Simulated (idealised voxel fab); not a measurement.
process module | voxel self aligned vias
cross-section cut | 235 nm wide | cells 5 nm
A cross-section is a grid of square cells, given in bands from the top down. A band is one or more rows of cells.
Each band's line starts with the height of the band's top and of its bottom, in nm. Then come its materials from left to right, each with its width in nm. One material with "throughout" fills the band from edge to edge. "air" is empty space.
Height 0 is the level under which the wafer as received is all one material. The lowest band goes on downwards, as in "0 down".
A width such as "30 to 40" changes by the same amount from each row of cells to the next, from the band's top row to its bottom row.
"no change" after a step means that no cell of the cross-section changed.
closed voids: empty space of 8 cells or more with no open way to the top, each as width x height at its distance from the left edge, in nm
after a step's settings: what the simulator itself notes on the step
overlay nm, on a step with a mask: how far to the right of its planned place the mask lay; to the left if negative
plan
1 op RECEIVE | material Si
2 op CONFORMAL_DEP | material SiO2 | thk nm 15
3 op CONFORMAL_DEP | material SiCN | thk nm 5
4 op DIRECTIONAL_DEP | material SiO2 | thk nm 30
5 op DIRECTIONAL_DEP | material aC | thk nm 15
6 op PATTERN | tone open | mask id LINES | material resist | width nm 25 | pitch nm 60 | thk nm 30 | overlay nm 0
7 op DIRECTIONAL_ETCH | etch materials aC | depth nm 15
8 op STRIP | etch materials resist
9 op DIRECTIONAL_ETCH | etch materials SiO2 | depth nm 30
10 op STRIP | etch materials aC
11 op CONFORMAL_DEP | material TiN | thk nm 5
12 op FILL_DEP | material W | thk nm 10
13 op CMP | height nm 50
14 op SELECTIVE_ETCH | etch materials W Ru TiN | depth nm 10
15 op FILL_DEP | material SiN | thk nm 10
16 op CMP | height nm 50
17 op DIRECTIONAL_DEP | material SiO2 | thk nm 15
18 op MASKED_ETCH | tone open | mask id VIAS | width nm 45 | etch materials SiO2 | depth nm 15 | overlay nm 0
19 op MASKED_ETCH | tone open | mask id VIAS | width nm 45 | etch materials SiN | depth nm 10 | overlay nm 0
20 op CONFORMAL_DEP | material TiN | thk nm 5
21 op FILL_DEP | material Ru | thk nm 5
22 op CMP | height nm 65
23 op CONFORMAL_DEP | material SiN | thk nm 5
as received, after step 1
  0 down: Si throughout
  closed voids: none
first wafer at the end, as planned
  70 to 65: SiN throughout
  65 to 55: SiO2 65 | TiN 5 | Ru 35 | TiN 5 | SiO2 125
  55 to 50: SiO2 65 | TiN 15 | Ru 15 | TiN 15 | SiO2 125
  50 to 45: SiO2 75 | TiN 5 | Ru 15 | TiN 5 | SiO2 35 | SiN 25 | SiO2 75
  45 to 40: SiO2 75 | TiN 25 | SiO2 35 | SiN 25 | SiO2 75
  40 to 25: SiO2 75 | TiN 5 | W 15 | TiN 5 | SiO2 35 | TiN 5 | W 15 | TiN 5 | SiO2 75
  25 to 20: SiO2 75 | TiN 25 | SiO2 35 | TiN 25 | SiO2 75
  20 to 15: SiCN throughout
  15 to 0: SiO2 throughout
  0 down: Si throughout
  closed voids: none
second wafer at the end: like start, like plan, one mistake
  70 to 65: SiN throughout
  65 to 55: Ru 60 | TiN 5 | SiO2 45 | TiN 5 | Ru 120
  55 to 50: TiN 65 | SiO2 45 | TiN 125
  50 to 40: SiO2 75 | SiN 25 | SiO2 35 | SiN 25 | SiO2 75
  40 to 25: SiO2 75 | TiN 5 | W 15 | TiN 5 | SiO2 35 | TiN 5 | W 15 | TiN 5 | SiO2 75
  25 to 20: SiO2 75 | TiN 25 | SiO2 35 | TiN 25 | SiO2 75
  20 to 15: SiCN throughout
  15 to 0: SiO2 throughout
  0 down: Si throughout
  closed voids: none
what went wrong: step 18 ran as: op MASKED_ETCH | tone cover | mask id VIAS | width nm 45 | etch materials SiO2 | depth nm 15 | overlay nm 0
at the end the second wafer has, in cells: 52 more of Ru | 10 more of SiN | 87 fewer of SiO2 | 25 more of TiN
